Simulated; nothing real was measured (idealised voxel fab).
process module | voxel released beams
cross-section cut | 285 nm wide | cells 5 nm
A cross-section is a grid of square cells, given in bands from the top down. A band is one or more rows of cells.
Each band's line starts with the height of the band's top and of its bottom, in nm. Then come its materials from left to right, each with its width in nm. One material with "throughout" fills the band from edge to edge. "air" is empty space.
Height 0 is the level under which the wafer as received is all one material. The lowest band goes on downwards, as in "0 down".
A width such as "30 to 40" changes by the same amount from each row of cells to the next, from the band's top row to its bottom row.
"no change" after a step means that no cell of the cross-section changed.
closed voids: empty space of 8 cells or more with no open way to the top, each as width x height at its distance from the left edge, in nm
after a step's settings: what the simulator itself notes on the step
overlay nm, on a step with a mask: how far to the right of its planned place the mask lay; to the left if negative
plan
1 op RECEIVE | material Si
2 op CONFORMAL_DEP | material SiN | thk nm 5
3 op DIRECTIONAL_DEP | material SiO2 | thk nm 20
4 op PATTERN | tone open | mask id ANCHOR | material resist | width nm 30 | thk nm 15 | overlay nm 0
5 op DIRECTIONAL_ETCH | etch materials SiO2 | depth nm 20
6 op STRIP | etch materials resist
7 op CONFORMAL_DEP | material TiN | thk nm 10
8 op DIRECTIONAL_DEP | material aC | thk nm 10
9 op PATTERN | tone cover | mask id BEAM | material resist | width nm 110 | thk nm 25 | overlay nm 0
10 op DIRECTIONAL_ETCH | etch materials aC | depth nm 10
11 op STRIP | etch materials resist
12 op DIRECTIONAL_ETCH | etch materials TiN | depth nm 10
13 op STRIP | etch materials aC
14 op STRIP | etch materials SiO2
as received, after step 1
  0 down: Si throughout
  closed voids: none
a wafer at the end: this start, this plan, one mistake
  30 to 20: air 85 | TiN 15 | air 10 | TiN 85 | air 90
  20 to 15: air 90 | TiN 10 | air 10 | TiN 10 | air 165
  15 to 5: air 90 | TiN 30 | air 165
  5 to 0: SiN throughout
  0 down: Si throughout
  closed voids: none
what went wrong: step 3 ran as: op DIRECTIONAL_DEP | material SiO2 | thk nm 15
